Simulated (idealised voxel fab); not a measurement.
Process module under the name voxel transistor to metal
Shown is cross-section cut, with a width of 170 nm and square cells of size 5 nm.
In this document a cross-section is written as a grid of square cells. It is given as a series of bands, listed from the top down, and a band is one or more rows of cells. Top height, bottom height, nm. Materials left to right, width each, nm. Single material + "full width" = fills band edge to edge. "empty" = empty. The reference from which all heights are counted is 0, the level beneath which the as-received wafer is entirely one material; the lowest band, having no lower bound, proceeds downward and is written after the example "0 and below". Graded width ("30->40"): value in top row of band = first number; value in bottom row = second number; row-to-row change constant. Step note "identical to before" = no cross-section cell changed. "Fully closed voids" - sealed voids, min. 8 cells, no opening to top; format: width x height at distance (distance from left edge; nm throughout). Post-settings text on a step line: simulator's own remark regarding the step. For masked steps, "overlay nm" on the step line gives how far right of plan the mask actually lay; a minus sign means it lay to the left.
### The planned process steps are enumerated hereunder
| 1 | RECEIVE, material Si |
| 2 | OXIDIZE, depth nm 5 |
| 3 | CONFORMAL_DEP, material SiN, thk nm 15 |
| 4 | PATTERN, tone cover, mask id ACTIVE, material resist, width nm 95, thk nm 15, overlay nm 0 |
| 5 | DIRECTIONAL_ETCH, etch materials SiN, depth nm 15 |
| 6 | DIRECTIONAL_ETCH, etch materials SiO2, depth nm 5 |
| 7 | DIRECTIONAL_ETCH, etch materials Si, depth nm 25 |
| 8 | STRIP, etch materials resist |
| 9 | OXIDIZE, depth nm 5 |
| 10 | FILL_DEP, material SiO2, thk nm 10 |
| 11 | CMP, height nm 15 |
| 12 | SELECTIVE_ETCH, etch materials SiO2, depth nm 15 |
| 13 | STRIP, etch materials SiN |
| 14 | SELECTIVE_ETCH, etch materials SiO2, depth nm 5 |
| 15 | OXIDIZE, depth nm 5 |
| 16 | DIRECTIONAL_DEP, material polySi, thk nm 30 |
| 17 | DIRECTIONAL_DEP, material SiCN, thk nm 10 |
| 18 | MASKED_ETCH, tone cover, mask id GATE, width nm 25, etch materials SiCN, depth nm 20, overlay nm 0 |
| 19 | MASKED_ETCH, tone cover, mask id GATE, width nm 25, etch materials polySi, depth nm 40, overlay nm 0 |
| 20 | CONFORMAL_DEP, material SiN, thk nm 10 |
| 21 | DIRECTIONAL_ETCH, etch materials SiN, depth nm 10 |
| 22 | DIRECTIONAL_ETCH, etch materials SiO2, depth nm 5 |
| 23 | EPI, material nSi, thk nm 5 |
| 24 | FILL_DEP, material SiO2, thk nm 5 |
| 25 | CMP, height nm 35 |
| 26 | DIRECTIONAL_DEP, material SiO2, thk nm 15 |
| 27 | PATTERN, tone open, mask id CONTACT, material resist, width nm 25, pitch nm 60, thk nm 15, overlay nm 0 |
| 28 | DIRECTIONAL_ETCH, etch materials SiO2, depth nm 55 |
| 29 | STRIP, etch materials resist |
| 30 | CONFORMAL_DEP, material TiN, thk nm 5 |
| 31 | FILL_DEP, material Ru, thk nm 5 |
| 32 | CMP, height nm 50 |
| 33 | CONFORMAL_DEP, material SiN, thk nm 5 |
| 34 | DIRECTIONAL_DEP, material SiO2, thk nm 20 |
| 35 | PATTERN, tone open, mask id METAL_1, material resist, width nm 15, pitch nm 70, thk nm 15, overlay nm 0 |
| 36 | DIRECTIONAL_ETCH, etch materials SiO2, depth nm 20 |
| 37 | DIRECTIONAL_ETCH, etch materials SiN, depth nm 5 |
| 38 | STRIP, etch materials resist |
| 39 | CONFORMAL_DEP, material TiN, thk nm 5 |
| 40 | FILL_DEP, material Ru, thk nm 10 |
| 41 | CMP, height nm 75 |
| 42 | CONFORMAL_DEP, material SiN, thk nm 5 |
### What follows covers the first of two wafers; it ran as planned
### Cross-section of the wafer at receipt, which is the condition after step 1
0 and below: Si full width
Fully closed voids: none
### State of the wafer after step 2, shown in cross-section
0 down to -5: SiO2 full width
Below -5, no change.
### State of the wafer after step 3, shown in cross-section
15 down to 0: SiN full width
Below 0, no change.
### State of the wafer after step 4, shown in cross-section
30 down to 15: empty 35, resist 95, empty 40
Below 15, no change.
### State of the wafer after step 5, shown in cross-section
30 down to 15: empty 35, resist 95, empty 40
15 down to 0: empty 35, SiN 95, empty 40
Below 0, no change.
### State of the wafer after step 6, shown in cross-section
30 down to 15: empty 35, resist 95, empty 40
15 down to 0: empty 35, SiN 95, empty 40
0 down to -5: empty 35, SiO2 95, empty 40
Below -5, no change.
### State of the wafer after step 7, shown in cross-section
30 down to 15: empty 35, resist 95, empty 40
15 down to 0: empty 35, SiN 95, empty 40
0 down to -5: empty 35, SiO2 95, empty 40
-5 down to -30: empty 35, Si 95, empty 40
Below -30, no change.
### State of the wafer after step 8, shown in cross-section
15 down to 0: empty 35, SiN 95, empty 40
Below 0, no change.
### State of the wafer after step 9, shown in cross-section
15 down to 0: empty 35, SiN 95, empty 40
0 down to -5: empty 35, SiO2 95, empty 40
-5 down to -30: empty 35, SiO2 5, Si 85, SiO2 5, empty 40
-30 down to -35: SiO2 40, Si 85, SiO2 45
Below -35, no change.
### State of the wafer after step 10, shown in cross-section
25 down to 15: SiO2 full width
15 down to 0: SiO2 35, SiN 95, SiO2 40
0 down to -5: SiO2 full width
-5 down to -35: SiO2 40, Si 85, SiO2 45
Below -35, no change.
### State of the wafer after step 11, shown in cross-section
15 down to 0: SiO2 35, SiN 95, SiO2 40
Below 0, no change.
### State of the wafer after step 12, shown in cross-section
15 down to 0: empty 35, SiN 95, empty 40
Below 0, no change.
### State of the wafer after step 13, shown in cross-section
0 down to -5: SiO2 full width
Below -5, no change.
### State of the wafer after step 14, shown in cross-section
-5 down to -35: SiO2 40, Si 85, SiO2 45
Below -35, no change.
### State of the wafer after step 15, shown in cross-section
-5 down to -10: SiO2 full width
Below -10, no change.
### State of the wafer after step 16, shown in cross-section
25 down to -5: polySi full width
Below -5, no change.
### State of the wafer after step 17, shown in cross-section
35 down to 25: SiCN full width
Below 25, no change.
### State of the wafer after step 18, shown in cross-section
35 down to 25: empty 70, SiCN 25, empty 75
Below 25, no change.
### State of the wafer after step 19, shown in cross-section
35 down to 25: empty 70, SiCN 25, empty 75
25 down to -5: empty 70, polySi 25, empty 75
Below -5, no change.
### State of the wafer after step 20, shown in cross-section
45 down to 35: empty 60, SiN 45, empty 65
35 down to 25: empty 60, SiN 10, SiCN 25, SiN 10, empty 65
25 down to 5: empty 60, SiN 10, polySi 25, SiN 10, empty 65
5 down to -5: SiN 70, polySi 25, SiN 75
Below -5, no change.
### State of the wafer after step 21, shown in cross-section
35 down to 25: empty 60, SiN 10, SiCN 25, SiN 10, empty 65
25 down to -5: empty 60, SiN 10, polySi 25, SiN 10, empty 65
Below -5, no change.
### State of the wafer after step 22, shown in cross-section
35 down to 25: empty 60, SiN 10, SiCN 25, SiN 10, empty 65
25 down to -5: empty 60, SiN 10, polySi 25, SiN 10, empty 65
-5 down to -10: empty 60, SiO2 45, empty 65
Below -10, no change.
### State of the wafer after step 23, shown in cross-section
35 down to 25: empty 60, SiN 10, SiCN 25, SiN 10, empty 65
25 down to -5: empty 60, SiN 10, polySi 25, SiN 10, empty 65
-5 down to -10: empty 35, nSi 25, SiO2 45, nSi 25, empty 40
Below -10, no change.
### State of the wafer after step 24, shown in cross-section
40 down to 35: SiO2 full width
35 down to 25: SiO2 60, SiN 10, SiCN 25, SiN 10, SiO2 65
25 down to -5: SiO2 60, SiN 10, polySi 25, SiN 10, SiO2 65
-5 down to -10: SiO2 35, nSi 25, SiO2 45, nSi 25, SiO2 40
Below -10, no change.
### State of the wafer after step 25, shown in cross-section
35 down to 25: SiO2 60, SiN 10, SiCN 25, SiN 10, SiO2 65
Below 25, no change.
### State of the wafer after step 26, shown in cross-section
50 down to 35: SiO2 full width
Below 35, no change.
### State of the wafer after step 27, shown in cross-section
65 down to 50: resist 40, empty 25, resist 35, empty 25, resist 45
Below 50, no change.
### State of the wafer after step 28, shown in cross-section
65 down to 50: resist 40, empty 25, resist 35, empty 25, resist 45
50 down to 35: SiO2 40, empty 25, SiO2 35, empty 25, SiO2 45
35 down to 25: SiO2 40, empty 20, SiN 10, SiCN 25, SiN 10, empty 20, SiO2 45
25 down to -5: SiO2 40, empty 20, SiN 10, polySi 25, SiN 10, empty 20, SiO2 45
Below -5, no change.
### State of the wafer after step 29, shown in cross-section
50 down to 35: SiO2 40, empty 25, SiO2 35, empty 25, SiO2 45
Below 35, no change.
### State of the wafer after step 30, shown in cross-section
55 down to 50: TiN 45, empty 15, TiN 45, empty 15, TiN 50
50 down to 40: SiO2 40, TiN 5, empty 15, TiN 5, SiO2 35, TiN 5, empty 15, TiN 5, SiO2 45
40 down to 35: SiO2 40, TiN 5, empty 10, TiN 10, SiO2 35, TiN 10, empty 10, TiN 5, SiO2 45
35 down to 25: SiO2 40, TiN 5, empty 10, TiN 5, SiN 10, SiCN 25, SiN 10, TiN 5, empty 10, TiN 5, SiO2 45
25 down to 0: SiO2 40, TiN 5, empty 10, TiN 5, SiN 10, polySi 25, SiN 10, TiN 5, empty 10, TiN 5, SiO2 45
0 down to -5: SiO2 40, TiN 20, SiN 10, polySi 25, SiN 10, TiN 20, SiO2 45
Below -5, no change.
### State of the wafer after step 31, shown in cross-section
60 down to 55: Ru full width
55 down to 50: TiN 45, Ru 15, TiN 45, Ru 15, TiN 50
50 down to 40: SiO2 40, TiN 5, Ru 15, TiN 5, SiO2 35, TiN 5, Ru 15, TiN 5, SiO2 45
40 down to 35: SiO2 40, TiN 5, Ru 10, TiN 10, SiO2 35, TiN 10, Ru 10, TiN 5, SiO2 45
35 down to 25: SiO2 40, TiN 5, Ru 10, TiN 5, SiN 10, SiCN 25, SiN 10, TiN 5, Ru 10, TiN 5, SiO2 45
25 down to 0: SiO2 40, TiN 5, Ru 10, TiN 5, SiN 10, polySi 25, SiN 10, TiN 5, Ru 10, TiN 5, SiO2 45
Below 0, no change.
### State of the wafer after step 32, shown in cross-section
50 down to 40: SiO2 40, TiN 5, Ru 15, TiN 5, SiO2 35, TiN 5, Ru 15, TiN 5, SiO2 45
Below 40, no change.
### State of the wafer after step 33, shown in cross-section
55 down to 50: SiN full width
Below 50, no change.
### State of the wafer after step 34, shown in cross-section
75 down to 55: SiO2 full width
Below 55, no change.
### State of the wafer after step 35, shown in cross-section
90 down to 75: resist 40, empty 15, resist 55, empty 15, resist 45
Below 75, no change.
### State of the wafer after step 36, shown in cross-section
90 down to 75: resist 40, empty 15, resist 55, empty 15, resist 45
75 down to 55: SiO2 40, empty 15, SiO2 55, empty 15, SiO2 45
Below 55, no change.
### State of the wafer after step 37, shown in cross-section
90 down to 75: resist 40, empty 15, resist 55, empty 15, resist 45
75 down to 55: SiO2 40, empty 15, SiO2 55, empty 15, SiO2 45
55 down to 50: SiN 40, empty 15, SiN 55, empty 15, SiN 45
Below 50, no change.
### State of the wafer after step 38, shown in cross-section
75 down to 55: SiO2 40, empty 15, SiO2 55, empty 15, SiO2 45
Below 55, no change.
### State of the wafer after step 39, shown in cross-section
80 down to 75: TiN 45, empty 5, TiN 65, empty 5, TiN 50
75 down to 55: SiO2 40, TiN 5, empty 5, TiN 5, SiO2 55, TiN 5, empty 5, TiN 5, SiO2 45
55 down to 50: SiN 40, TiN 15, SiN 55, TiN 15, SiN 45
Below 50, no change.
### State of the wafer after step 40, shown in cross-section
90 down to 80: Ru full width
80 down to 75: TiN 45, Ru 5, TiN 65, Ru 5, TiN 50
75 down to 55: SiO2 40, TiN 5, Ru 5, TiN 5, SiO2 55, TiN 5, Ru 5, TiN 5, SiO2 45
Below 55, no change.
### State of the wafer after step 41, shown in cross-section
75 down to 55: SiO2 40, TiN 5, Ru 5, TiN 5, SiO2 55, TiN 5, Ru 5, TiN 5, SiO2 45
Below 55, no change.
### State of the wafer after step 42, shown in cross-section
80 down to 75: SiN full width
Below 75, no change.
### Wafer two: like wafer one in start and plan, but with one mistake in execution; identical up to and including step 11
### Cross-section of the second wafer at the time step 12 of the plan should have ended
15 down to 0: empty 35, SiN 95, empty 40
0 down to -5: empty 50, SiO2 65, empty 55
-5 down to -15: empty 40, Si 85, empty 45
Below -15, no change.
### Cross-section of the second wafer at the time step 13 of the plan should have ended
0 down to -5: empty 50, SiO2 65, empty 55
Below -5, no change.
### Cross-section of the second wafer at the time step 14 of the plan should have ended
-5 down to -20: empty 40, Si 85, empty 45
Below -20, no change.
### Cross-section of the second wafer at the time step 15 of the plan should have ended
-5 down to -10: empty 40, SiO2 85, empty 45
-10 down to -20: empty 40, SiO2 5, Si 75, SiO2 5, empty 45
-20 down to -25: SiO2 45, Si 75, SiO2 50
Below -25, no change.
### Cross-section of the second wafer at the time step 16 of the plan should have ended
25 down to 10: empty 40, polySi 85, empty 45
10 down to -5: polySi full width
-5 down to -10: polySi 40, SiO2 85, polySi 45
-10 down to -20: polySi 40, SiO2 5, Si 75, SiO2 5, polySi 45
Below -20, no change.
### Cross-section of the second wafer at the time step 17 of the plan should have ended
35 down to 25: empty 40, SiCN 85, empty 45
25 down to 20: empty 40, polySi 85, empty 45
20 down to 10: SiCN 40, polySi 85, SiCN 45
Below 10, no change.
### Cross-section of the second wafer at the time step 18 of the plan should have ended
35 down to 25: empty 70, SiCN 25, empty 75
25 down to 10: empty 40, polySi 85, empty 45
Below 10, no change.
### Cross-section of the second wafer at the time step 19 of the plan should have ended
35 down to 25: empty 70, SiCN 25, empty 75
25 down to -5: empty 70, polySi 25, empty 75
-5 down to -10: empty 40, SiO2 85, empty 45
-10 down to -20: empty 40, SiO2 5, Si 75, SiO2 5, empty 45
Below -20, no change.
### Cross-section of the second wafer at the time step 20 of the plan should have ended
45 down to 35: empty 60, SiN 45, empty 65
35 down to 25: empty 60, SiN 10, SiCN 25, SiN 10, empty 65
25 down to 5: empty 60, SiN 10, polySi 25, SiN 10, empty 65
5 down to -5: empty 30, SiN 40, polySi 25, SiN 40, empty 35
-5 down to -10: empty 30, SiN 10, SiO2 85, SiN 10, empty 35
-10 down to -20: SiN 40, SiO2 5, Si 75, SiO2 5, SiN 45
Below -20, no change.
### Cross-section of the second wafer at the time step 21 of the plan should have ended
35 down to 25: empty 60, SiN 10, SiCN 25, SiN 10, empty 65
25 down to -5: empty 60, SiN 10, polySi 25, SiN 10, empty 65
-5 down to -10: empty 30, SiN 10, SiO2 85, SiN 10, empty 35
-10 down to -20: empty 30, SiN 10, SiO2 5, Si 75, SiO2 5, SiN 10, empty 35
Below -20, no change.
### Cross-section of the second wafer at the time step 22 of the plan should have ended
35 down to 25: empty 60, SiN 10, SiCN 25, SiN 10, empty 65
25 down to -5: empty 60, SiN 10, polySi 25, SiN 10, empty 65
-5 down to -10: empty 30, SiN 10, empty 20, SiO2 45, empty 20, SiN 10, empty 35
-10 down to -20: empty 30, SiN 10, SiO2 5, Si 75, SiO2 5, SiN 10, empty 35
-20 down to -25: empty 30, SiO2 15, Si 75, SiO2 15, empty 35
Below -25, no change.
### Cross-section of the second wafer at the time step 23 of the plan should have ended
35 down to 25: empty 60, SiN 10, SiCN 25, SiN 10, empty 65
25 down to -5: empty 60, SiN 10, polySi 25, SiN 10, empty 65
-5 down to -10: empty 30, SiN 10, nSi 20, SiO2 45, nSi 20, SiN 10, empty 35
Below -10, no change.
### Cross-section of the second wafer at the time step 24 of the plan should have ended
40 down to 35: SiO2 full width
35 down to 25: SiO2 60, SiN 10, SiCN 25, SiN 10, SiO2 65
25 down to -5: SiO2 60, SiN 10, polySi 25, SiN 10, SiO2 65
-5 down to -10: SiO2 30, SiN 10, nSi 20, SiO2 45, nSi 20, SiN 10, SiO2 35
-10 down to -20: SiO2 30, SiN 10, SiO2 5, Si 75, SiO2 5, SiN 10, SiO2 35
-20 down to -25: SiO2 45, Si 75, SiO2 50
Below -25, no change.
### Cross-section of the second wafer at the time step 25 of the plan should have ended
35 down to 25: SiO2 60, SiN 10, SiCN 25, SiN 10, SiO2 65
Below 25, no change.
### Cross-section of the second wafer at the time step 26 of the plan should have ended
50 down to 35: SiO2 full width
Below 35, no change.
### Cross-section of the second wafer at the time step 27 of the plan should have ended
65 down to 50: resist 40, empty 25, resist 35, empty 25, resist 45
Below 50, no change.
### Cross-section of the second wafer at the time step 28 of the plan should have ended
65 down to 50: resist 40, empty 25, resist 35, empty 25, resist 45
50 down to 35: SiO2 40, empty 25, SiO2 35, empty 25, SiO2 45
35 down to 25: SiO2 40, empty 20, SiN 10, SiCN 25, SiN 10, empty 20, SiO2 45
25 down to -5: SiO2 40, empty 20, SiN 10, polySi 25, SiN 10, empty 20, SiO2 45
Below -5, no change.
### Cross-section of the second wafer at the time step 29 of the plan should have ended
50 down to 35: SiO2 40, empty 25, SiO2 35, empty 25, SiO2 45
Below 35, no change.
### Cross-section of the second wafer at the time step 30 of the plan should have ended
55 down to 50: TiN 45, empty 15, TiN 45, empty 15, TiN 50
50 down to 40: SiO2 40, TiN 5, empty 15, TiN 5, SiO2 35, TiN 5, empty 15, TiN 5, SiO2 45
40 down to 35: SiO2 40, TiN 5, empty 10, TiN 10, SiO2 35, TiN 10, empty 10, TiN 5, SiO2 45
35 down to 25: SiO2 40, TiN 5, empty 10, TiN 5, SiN 10, SiCN 25, SiN 10, TiN 5, empty 10, TiN 5, SiO2 45
25 down to 0: SiO2 40, TiN 5, empty 10, TiN 5, SiN 10, polySi 25, SiN 10, TiN 5, empty 10, TiN 5, SiO2 45
0 down to -5: SiO2 40, TiN 20, SiN 10, polySi 25, SiN 10, TiN 20, SiO2 45
Below -5, no change.
### Cross-section of the second wafer at the time step 31 of the plan should have ended
60 down to 55: Ru full width
55 down to 50: TiN 45, Ru 15, TiN 45, Ru 15, TiN 50
50 down to 40: SiO2 40, TiN 5, Ru 15, TiN 5, SiO2 35, TiN 5, Ru 15, TiN 5, SiO2 45
40 down to 35: SiO2 40, TiN 5, Ru 10, TiN 10, SiO2 35, TiN 10, Ru 10, TiN 5, SiO2 45
35 down to 25: SiO2 40, TiN 5, Ru 10, TiN 5, SiN 10, SiCN 25, SiN 10, TiN 5, Ru 10, TiN 5, SiO2 45
25 down to 0: SiO2 40, TiN 5, Ru 10, TiN 5, SiN 10, polySi 25, SiN 10, TiN 5, Ru 10, TiN 5, SiO2 45
Below 0, no change.
### Cross-section of the second wafer at the time step 32 of the plan should have ended
50 down to 40: SiO2 40, TiN 5, Ru 15, TiN 5, SiO2 35, TiN 5, Ru 15, TiN 5, SiO2 45
Below 40, no change.
### Cross-section of the second wafer at the time step 33 of the plan should have ended
55 down to 50: SiN full width
Below 50, no change.
### Cross-section of the second wafer at the time step 34 of the plan should have ended
75 down to 55: SiO2 full width
Below 55, no change.
### Cross-section of the second wafer at the time step 35 of the plan should have ended
90 down to 75: resist 40, empty 15, resist 55, empty 15, resist 45
Below 75, no change.
### Cross-section of the second wafer at the time step 36 of the plan should have ended
90 down to 75: resist 40, empty 15, resist 55, empty 15, resist 45
75 down to 55: SiO2 40, empty 15, SiO2 55, empty 15, SiO2 45
Below 55, no change.
### Cross-section of the second wafer at the time step 37 of the plan should have ended
90 down to 75: resist 40, empty 15, resist 55, empty 15, resist 45
75 down to 55: SiO2 40, empty 15, SiO2 55, empty 15, SiO2 45
55 down to 50: SiN 40, empty 15, SiN 55, empty 15, SiN 45
Below 50, no change.
### Cross-section of the second wafer at the time step 38 of the plan should have ended
75 down to 55: SiO2 40, empty 15, SiO2 55, empty 15, SiO2 45
Below 55, no change.
### Cross-section of the second wafer at the time step 39 of the plan should have ended
80 down to 75: TiN 45, empty 5, TiN 65, empty 5, TiN 50
75 down to 55: SiO2 40, TiN 5, empty 5, TiN 5, SiO2 55, TiN 5, empty 5, TiN 5, SiO2 45
55 down to 50: SiN 40, TiN 15, SiN 55, TiN 15, SiN 45
Below 50, no change.
### Cross-section of the second wafer at the time step 40 of the plan should have ended
90 down to 80: Ru full width
80 down to 75: TiN 45, Ru 5, TiN 65, Ru 5, TiN 50
75 down to 55: SiO2 40, TiN 5, Ru 5, TiN 5, SiO2 55, TiN 5, Ru 5, TiN 5, SiO2 45
Below 55, no change.
### Cross-section of the second wafer at the time step 41 of the plan should have ended
75 down to 55: SiO2 40, TiN 5, Ru 5, TiN 5, SiO2 55, TiN 5, Ru 5, TiN 5, SiO2 45
Below 55, no change.
### Cross-section of the second wafer at the time step 42 of the plan should have ended
80 down to 75: SiN full width
Below 75, no change.
Which mistake was made when the wafer was run? twice over, step 12 of the plan was run
End check, counted in cells, second wafer has more or fewer of these materials than the first: -6 Si | +12 SiN | -4 SiO2 | -2 nSi
